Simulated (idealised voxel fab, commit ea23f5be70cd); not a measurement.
Documented hereafter: the process module known as voxel released beams.
In the cross-section labelled cut, the width is 225 nm and each square cell is 5 nm.
Cross-section = grid of square cells, listed top down in bands; band = one or more rows. Heights first: top, then bottom, in nm. Then materials, left to right, each with a width in nm. "full width" on a single material: fills the band edge to edge. "empty": empty space. Basically, 0 is our baseline, since under it the wafer straight out of the box is all one material. The bottom band has no lower end and keeps on going down, so it looks like "z 0 and below". With a width like "30 to 40", each row of cells in the band differs from the next by the same amount, the top row carrying the first number and the bottom row the second. "nothing changed" means the step left every cell of the cross-section as it was. "Closed void listing" enumerates empty spaces isolated from the top, with no open way to it, that contain at least 8 cells, giving each as width x height at distance from the left edge, all three in nm. Past the settings on a step's line: simulator remark, on that step. You can add "overlay nm" to a step's line. For a step with a mask, it describes how far the mask lay to the right of its planned position, and a negative number describes a lay to the left. For the reader: what remains of this document is a series of pairs, each showing a cross-section before one process step and a cross-section after that step which reaches down only to the lowest band that changed, with the step between them and its settings set out under the pair. It should not be assumed that a pair continues from the pair above it; the pairs can come from different runs of this module on the same starting wafer, and such continuity exists only where the entry headed "Prior to step" says so.

### Prior to step
	z 0 and below  Si full width
	Closed void listing: none

### Structure After Step
	z 10 to 0  Al2O3 full width
	Lower than 0, everything is as it was.
	Closed void listing: none
Applied between the two views above: CONFORMAL_DEP: material Al2O3, thk nm 10

Prior to step: this step begins from the cross-section that the pair just above shows after its step.

### Structure After Step
	z 25 to 10  SiO2 full width
	Lower than 10, everything is as it was.
	Closed void listing: none
Applied between the two views above: DIRECTIONAL_DEP: material SiO2, thk nm 15

Prior to step: this step begins from the cross-section that the pair just above shows after its step.

### Structure After Step
	z 25 to 10  SiO2: 65; empty: 45; SiO2: 115
	Lower than 10, everything is as it was.
	Closed void listing: none
Applied between the two views above: MASKED_ETCH: tone open, mask id ANCHOR, width nm 45, etch materials SiO2, depth nm 15, overlay nm 0

Prior to step: this step begins from the cross-section that the pair just above shows after its step.

### Structure After Step
	z 40 to 25  polySi: 80; empty: 15; polySi: 130
	z 25 to 10  SiO2: 65; polySi: 45; SiO2: 115
	Lower than 10, everything is as it was.
	Closed void listing: none
Applied between the two views above: CONFORMAL_DEP: material polySi, thk nm 15

Prior to step: this step begins from the cross-section that the pair just above shows after its step.

### Structure After Step
	z 40 to 25  empty: 60; polySi: 20; empty: 15; polySi: 65; empty: 65
	Lower than 25, everything is as it was.
	Closed void listing: none
Applied between the two views above: MASKED_ETCH: tone cover, mask id BEAM, width nm 100, etch materials polySi, depth nm 15, overlay nm 0

Prior to step: this step begins from the cross-section that the pair just above shows after its step.

### Structure After Step
	z 40 to 25  empty: 60; polySi: 20; empty: 15; polySi: 65; empty: 65
	z 25 to 10  empty: 65; polySi: 45; empty: 115
	Lower than 10, everything is as it was.
	Closed void listing: none
Applied between the two views above: STRIP: etch materials SiO2

### Prior to step
	z 0 and below  Si full width
	Closed void listing: none

### Structure After Step
	z 15 to 0  SiO2 full width
	Lower than 0, everything is as it was.
	Closed void listing: none
Applied between the two views above: DIRECTIONAL_DEP: material SiO2, thk nm 15

Prior to step: this step begins from the cross-section that the pair just above shows after its step.

### Structure After Step
	z 15 to 0  SiO2: 65; empty: 45; SiO2: 115
	Lower than 0, everything is as it was.
	Closed void listing: none
Applied between the two views above: MASKED_ETCH: tone open, mask id ANCHOR, width nm 45, etch materials SiO2, depth nm 15, overlay nm 0

Prior to step: this step begins from the cross-section that the pair just above shows after its step.

### Structure After Step
	z 30 to 15  polySi: 80; empty: 15; polySi: 130
	z 15 to 0  SiO2: 65; polySi: 45; SiO2: 115
	Lower than 0, everything is as it was.
	Closed void listing: none
Applied between the two views above: CONFORMAL_DEP: material polySi, thk nm 15

Prior to step: this step begins from the cross-section that the pair just above shows after its step.

### Structure After Step
	z 30 to 15  empty: 60; polySi: 20; empty: 15; polySi: 65; empty: 65
	Lower than 15, everything is as it was.
	Closed void listing: none
Applied between the two views above: MASKED_ETCH: tone cover, mask id BEAM, width nm 100, etch materials polySi, depth nm 15, overlay nm 0

Prior to step: this step begins from the cross-section that the pair just above shows after its step.

### Structure After Step
	z 30 to 15  empty: 60; polySi: 20; empty: 15; polySi: 65; empty: 65
	z 15 to 0  empty: 65; polySi: 45; empty: 115
	Lower than 0, everything is as it was.
	Closed void listing: none
Applied between the two views above: STRIP: etch materials SiO2

### Prior to step
	z 40 to 25  polySi: 80; empty: 15; polySi: 130
	z 25 to 10  SiO2: 65; polySi: 45; SiO2: 115
	z 10 to 0  Al2O3 full width
	z 0 and below  Si full width
	Closed void listing: none

### Structure After Step
	z 55 to 25  polySi full width
	Lower than 25, everything is as it was.
	Closed void listing: none
Applied between the two views above: CONFORMAL_DEP: material polySi, thk nm 15

Prior to step: this step begins from the cross-section that the pair just above shows after its step.

### Structure After Step
	z 55 to 40  empty: 60; polySi: 100; empty: 65
	Lower than 40, everything is as it was.
	Closed void listing: none
Applied between the two views above: MASKED_ETCH: tone cover, mask id BEAM, width nm 100, etch materials polySi, depth nm 15, overlay nm 0

### Prior to step
	z 15 to 0  SiO2 full width
	z 0 and below  Si full width
	Closed void listing: none

### Structure After Step
	z 25 to 15  Al2O3 full width
	Lower than 15, everything is as it was.
	Closed void listing: none
Applied between the two views above: CONFORMAL_DEP: material Al2O3, thk nm 10

Prior to step: this step begins from the cross-section that the pair just above shows after its step.

### Structure After Step
	z 40 to 25  polySi full width
	Lower than 25, everything is as it was.
	Closed void listing: none
Applied between the two views above: CONFORMAL_DEP: material polySi, thk nm 15

Prior to step: this step begins from the cross-section that the pair just above shows after its step.

### Structure After Step
	z 40 to 25  empty: 60; polySi: 100; empty: 65
	Lower than 25, everything is as it was.
	Closed void listing: none
Applied between the two views above: MASKED_ETCH: tone cover, mask id BEAM, width nm 100, etch materials polySi, depth nm 15, overlay nm 0

### Prior to step
	z 25 to 10  SiO2: 65; empty: 45; SiO2: 115
	z 10 to 0  Al2O3 full width
	z 0 and below  Si full width
	Closed void listing: none

### Structure After Step
	z 30 to 25  polySi: 70; empty: 35; polySi: 120
	z 25 to 15  SiO2: 65; polySi: 5; empty: 35; polySi: 5; SiO2: 115
	z 15 to 10  SiO2: 65; polySi: 45; SiO2: 115
	Lower than 10, everything is as it was.
	Closed void listing: none
Applied between the two views above: CONFORMAL_DEP: material polySi, thk nm 5

Prior to step: this step begins from the cross-section that the pair just above shows after its step.

### Structure After Step
	z 30 to 25  empty: 60; polySi: 10; empty: 35; polySi: 55; empty: 65
	Lower than 25, everything is as it was.
	Closed void listing: none
Applied between the two views above: MASKED_ETCH: tone cover, mask id BEAM, width nm 100, etch materials polySi, depth nm 15, overlay nm 0

Prior to step: this step begins from the cross-section that the pair just above shows after its step.

### Structure After Step
	z 30 to 25  empty: 60; polySi: 10; empty: 35; polySi: 55; empty: 65
	z 25 to 15  empty: 65; polySi: 5; empty: 35; polySi: 5; empty: 115
	z 15 to 10  empty: 65; polySi: 45; empty: 115
	Lower than 10, everything is as it was.
	Closed void listing: none
Applied between the two views above: STRIP: etch materials SiO2

### Prior to step
	z 25 to 10  SiO2 full width
	z 10 to 0  Al2O3 full width
	z 0 and below  Si full width
	Closed void listing: none

### Structure After Step
	z 25 to 10  SiO2: 70; empty: 35; SiO2: 120
	Lower than 10, everything is as it was.
	Closed void listing: none
Applied between the two views above: MASKED_ETCH: tone open, mask id ANCHOR, width nm 35, etch materials SiO2, depth nm 15, overlay nm 0

Prior to step: this step begins from the cross-section that the pair just above shows after its step.

### Structure After Step
	z 40 to 25  polySi: 85; empty: 5; polySi: 135
	z 25 to 10  SiO2: 70; polySi: 35; SiO2: 120
	Lower than 10, everything is as it was.
	Closed void listing: none
Applied between the two views above: CONFORMAL_DEP: material polySi, thk nm 15

Prior to step: this step begins from the cross-section that the pair just above shows after its step.

### Structure After Step
	z 40 to 25  empty: 60; polySi: 25; empty: 5; polySi: 70; empty: 65
	Lower than 25, everything is as it was.
	Closed void listing: none
Applied between the two views above: MASKED_ETCH: tone cover, mask id BEAM, width nm 100, etch materials polySi, depth nm 15, overlay nm 0

Prior to step: this step begins from the cross-section that the pair just above shows after its step.

### Structure After Step
	z 40 to 25  empty: 60; polySi: 25; empty: 5; polySi: 70; empty: 65
	z 25 to 10  empty: 70; polySi: 35; empty: 120
	Lower than 10, everything is as it was.
	Closed void listing: none
Applied between the two views above: STRIP: etch materials SiO2

### Prior to step
	z 40 to 25  polySi: 80; empty: 15; polySi: 130
	z 25 to 10  SiO2: 65; polySi: 45; SiO2: 115
	z 10 to 0  Al2O3 full width
	z 0 and below  Si full width
	Closed void listing: none

### Structure After Step
	z 40 to 25  empty: 70; polySi: 10; empty: 15; polySi: 75; empty: 55
	Lower than 25, everything is as it was.
	Closed void listing: none
Applied between the two views above: MASKED_ETCH: tone cover, mask id BEAM, width nm 100, etch materials polySi, depth nm 15, overlay nm 10

Prior to step: this step begins from the cross-section that the pair just above shows after its step.

### Structure After Step
	z 40 to 25  empty: 70; polySi: 10; empty: 15; polySi: 75; empty: 55
	z 25 to 10  empty: 65; polySi: 45; empty: 115
	Lower than 10, everything is as it was.
	Closed void listing: none
Applied between the two views above: STRIP: etch materials SiO2

### Prior to step
	z 0 and below  Si full width
	Closed void listing: none

### Structure After Step
	z 10 to 0  SiO2 full width
	Lower than 0, everything is as it was.
	Closed void listing: none
Applied between the two views above: CONFORMAL_DEP: material SiO2, thk nm 10

Prior to step: this step begins from the cross-section that the pair just above shows after its step.

### Structure After Step
	z 25 to 0  SiO2 full width
	Lower than 0, everything is as it was.
	Closed void listing: none
Applied between the two views above: DIRECTIONAL_DEP: material SiO2, thk nm 15

Prior to step: this step begins from the cross-section that the pair just above shows after its step.

### Structure After Step
	z 25 to 10  SiO2: 65; empty: 45; SiO2: 115
	Lower than 10, everything is as it was.
	Closed void listing: none
Applied between the two views above: MASKED_ETCH: tone open, mask id ANCHOR, width nm 45, etch materials SiO2, depth nm 15, overlay nm 0

Prior to step: this step begins from the cross-section that the pair just above shows after its step.

### Structure After Step
	z 40 to 25  polySi: 80; empty: 15; polySi: 130
	z 25 to 10  SiO2: 65; polySi: 45; SiO2: 115
	Lower than 10, everything is as it was.
	Closed void listing: none
Applied between the two views above: CONFORMAL_DEP: material polySi, thk nm 15

Prior to step: this step begins from the cross-section that the pair just above shows after its step.

### Structure After Step
	z 40 to 25  empty: 60; polySi: 20; empty: 15; polySi: 65; empty: 65
	Lower than 25, everything is as it was.
	Closed void listing: none
Applied between the two views above: MASKED_ETCH: tone cover, mask id BEAM, width nm 100, etch materials polySi, depth nm 15, overlay nm 0

Prior to step: this step begins from the cross-section that the pair just above shows after its step.

### Structure After Step
	z 0 and below  Si full width
	Closed void listing: none
Applied between the two views above: STRIP: etch materials SiO2

### Prior to step
	z 25 to 10  SiO2 full width
	z 10 to 0  Al2O3 full width
	z 0 and below  Si full width
	Closed void listing: none

### Structure After Step
	z 25 to 10  empty: 65; SiO2: 45; empty: 115
	Lower than 10, everything is as it was.
	Closed void listing: none
Applied between the two views above: MASKED_ETCH: tone cover, mask id ANCHOR, width nm 45, etch materials SiO2, depth nm 15, overlay nm 0

Prior to step: this step begins from the cross-section that the pair just above shows after its step.

### Structure After Step
	z 40 to 25  empty: 50; polySi: 75; empty: 100
	z 25 to 10  polySi: 65; SiO2: 45; polySi: 115
	Lower than 10, everything is as it was.
	Closed void listing: none
Applied between the two views above: CONFORMAL_DEP: material polySi, thk nm 15

Prior to step: this step begins from the cross-section that the pair just above shows after its step.

### Structure After Step
	z 40 to 25  empty: 60; polySi: 65; empty: 100
	z 25 to 10  empty: 50; polySi: 15; SiO2: 45; polySi: 50; empty: 65
	Lower than 10, everything is as it was.
	Closed void listing: none
Applied between the two views above: MASKED_ETCH: tone cover, mask id BEAM, width nm 100, etch materials polySi, depth nm 15, overlay nm 0
